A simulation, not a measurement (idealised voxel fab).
Name of the process module below: voxel gate over fins
This is section cut - it's 220 nm across, gridded in 5 nm square cells.
Each cross-section below is a grid of square cells, stated as bands in top-down order, with one or more rows of cells making up each band.
Quick guide to a band line: top height, bottom height (nm) up front; then every material left to right with its width in nm. Only one material and it's marked "full width"? Then it fills the band edge to edge. And "air" just means empty space.
A quick word on heights: they are counted from 0, and under that level the wafer as it came to us is one material throughout. The lowest band is different from the rest in having no bottom; it simply continues downward, written as in "from 0 down".
When a width is written as two numbers, as in "30 to 40", the first number is the width in the top row of cells of the band and the second is the width in its bottom row, and the width changes by the same amount from each row to the next.
"no change occurred" -> step changed no cross-section cell.
Under "Closed internal cavities" you'll find the enclosed gaps, the ones with no way out to the top, that are 8 cells or bigger; each reads width x height at distance, with distance counted from the left edge, everything in nm.
If you see something after the settings on a step's line, that's the simulator's own remark about that step.
"overlay nm" denotes, for a step that has a mask, the displacement of the mask to the right of its planned place, with negative values corresponding to the left.
Planned step list for the process
1 RECEIVE,material Si
2 CONFORMAL_DEP,material SiN,thk nm 10
3 DIRECTIONAL_DEP,material aC,thk nm 15
4 PATTERN,tone cover,mask id FINS,material resist,width nm 15,pitch nm 40,thk nm 35,overlay nm 0
5 DIRECTIONAL_ETCH,etch materials aC,depth nm 15
6 STRIP,etch materials resist
7 DIRECTIONAL_ETCH,etch materials SiN,depth nm 10
8 DIRECTIONAL_ETCH,etch materials Si,depth nm 40
9 STRIP,etch materials aC
10 OXIDIZE,depth nm 5
11 FILL_DEP,material SiO2,thk nm 5
12 CMP,height nm 10
13 SELECTIVE_ETCH,etch materials SiO2,depth nm 25
14 STRIP,etch materials SiN
15 CONFORMAL_DEP,material HfO2,thk nm 5
16 CONFORMAL_DEP,material TiN,thk nm 5
17 CONFORMAL_DEP,material TiAl,thk nm 5
18 CONFORMAL_DEP,material TiN,thk nm 5
19 FILL_DEP,material W,thk nm 15
20 CMP,height nm 30
21 CONFORMAL_DEP,material SiCN,thk nm 5
As received (post step 1): cross-section
> from 0 down | Si full width
> Closed internal cavities: none
This is how the wafer looks in cross-section once the module is done, given the starting state and plan above and one mistake in carrying the plan out
> from 35 to 30 | SiCN full width
> from 30 to 20 | W full width
> from 20 to 15 | W (25); TiN (165); W (30)
> from 15 to 10 | W (25); TiN (5); TiAl (35); TiN (5); TiAl (35); TiN (5); TiAl (35); TiN (5); TiAl (35); TiN (5); W (30)
> from 10 to 5 | W (25); TiN (5); TiAl (5); TiN (25); TiAl (5); TiN (5); TiAl (5); TiN (25); TiAl (5); TiN (5); TiAl (5); TiN (25); TiAl (5); TiN (5); TiAl (5); TiN (25); TiAl (5); TiN (5); W (30)
> from 5 to 0 | TiN (30); TiAl (5); TiN (5); HfO2 (15); TiN (5); TiAl (5); TiN (5); TiAl (5); TiN (5); HfO2 (15); TiN (5); TiAl (5); TiN (5); TiAl (5); TiN (5); HfO2 (15); TiN (5); TiAl (5); TiN (5); TiAl (5); TiN (5); HfO2 (15); TiN (5); TiAl (5); TiN (35)
> from 0 to -5 | TiAl (35); TiN (5); HfO2 (5); Si (5); HfO2 (5); TiN (5); TiAl (15); TiN (5); HfO2 (5); Si (5); HfO2 (5); TiN (5); TiAl (15); TiN (5); HfO2 (5); Si (5); HfO2 (5); TiN (5); TiAl (15); TiN (5); HfO2 (5); Si (5); HfO2 (5); TiN (5); TiAl (40)
> from -5 to -10 | TiN (40); HfO2 (5); Si (5); HfO2 (5); TiN (25); HfO2 (5); Si (5); HfO2 (5); TiN (25); HfO2 (5); Si (5); HfO2 (5); TiN (25); HfO2 (5); Si (5); HfO2 (5); TiN (45)
> from -10 to -15 | HfO2 (45); Si (5); HfO2 (35); Si (5); HfO2 (35); Si (5); HfO2 (35); Si (5); HfO2 (50)
> from -15 to -50 | SiO2 (45); Si (5); SiO2 (35); Si (5); SiO2 (35); Si (5); SiO2 (35); Si (5); SiO2 (50)
> from -50 down | Si full width
> Closed internal cavities: none
Deviation from plan: so step 8 ended up running with a different setting than we planned, it ran as DIRECTIONAL_ETCH,etch materials Si,depth nm 45
